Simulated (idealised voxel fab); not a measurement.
process module | voxel spacer lines
cross-section cut | 260 nm wide | cells 5 nm
A cross-section is a grid of square cells, given in bands from the top down. A band is one or more rows of cells.
Each band's line starts with the height of the band's top and of its bottom, in nm. Then come its materials from left to right, each with its width in nm. One material with "throughout" fills the band from edge to edge. "air" is empty space.
Height 0 is the level under which the wafer as received is all one material. The lowest band goes on downwards, as in "0 down".
A width such as "30 to 40" changes by the same amount from each row of cells to the next, from the band's top row to its bottom row.
"no change" after a step means that no cell of the cross-section changed.
closed voids: empty space of 8 cells or more with no open way to the top, each as width x height at its distance from the left edge, in nm
after a step's settings: what the simulator itself notes on the step
overlay nm, on a step with a mask: how far to the right of its planned place the mask lay; to the left if negative
plan
1 op RECEIVE | material Si
2 op CONFORMAL_DEP | material Al2O3 | thk nm 5
3 op DIRECTIONAL_DEP | material SiN | thk nm 15
4 op DIRECTIONAL_DEP | material aC | thk nm 25
5 op PATTERN | tone cover | mask id MANDREL | material resist | width nm 20 | pitch nm 60 | thk nm 35 | overlay nm 0
6 op DIRECTIONAL_ETCH | etch materials aC | depth nm 25
7 op STRIP | etch materials resist
8 op CONFORMAL_DEP | material SiO2 | thk nm 10
9 op DIRECTIONAL_ETCH | etch materials SiO2 | depth nm 10
10 op STRIP | etch materials aC
11 op DIRECTIONAL_ETCH | etch materials SiN | depth nm 15
12 op STRIP | etch materials SiO2
as received, after step 1
  0 down: Si throughout
  closed voids: none
a wafer at the end: this start, this plan, one mistake
  35 to 20: air 80 | SiN 10 | air 20 | SiN 10 | air 20 | SiN 10 | air 20 | SiN 10 | air 80
  20 to 5: SiN throughout
  5 to 0: Al2O3 throughout
  0 down: Si throughout
  closed voids: none
what went wrong: step 3 was run twice
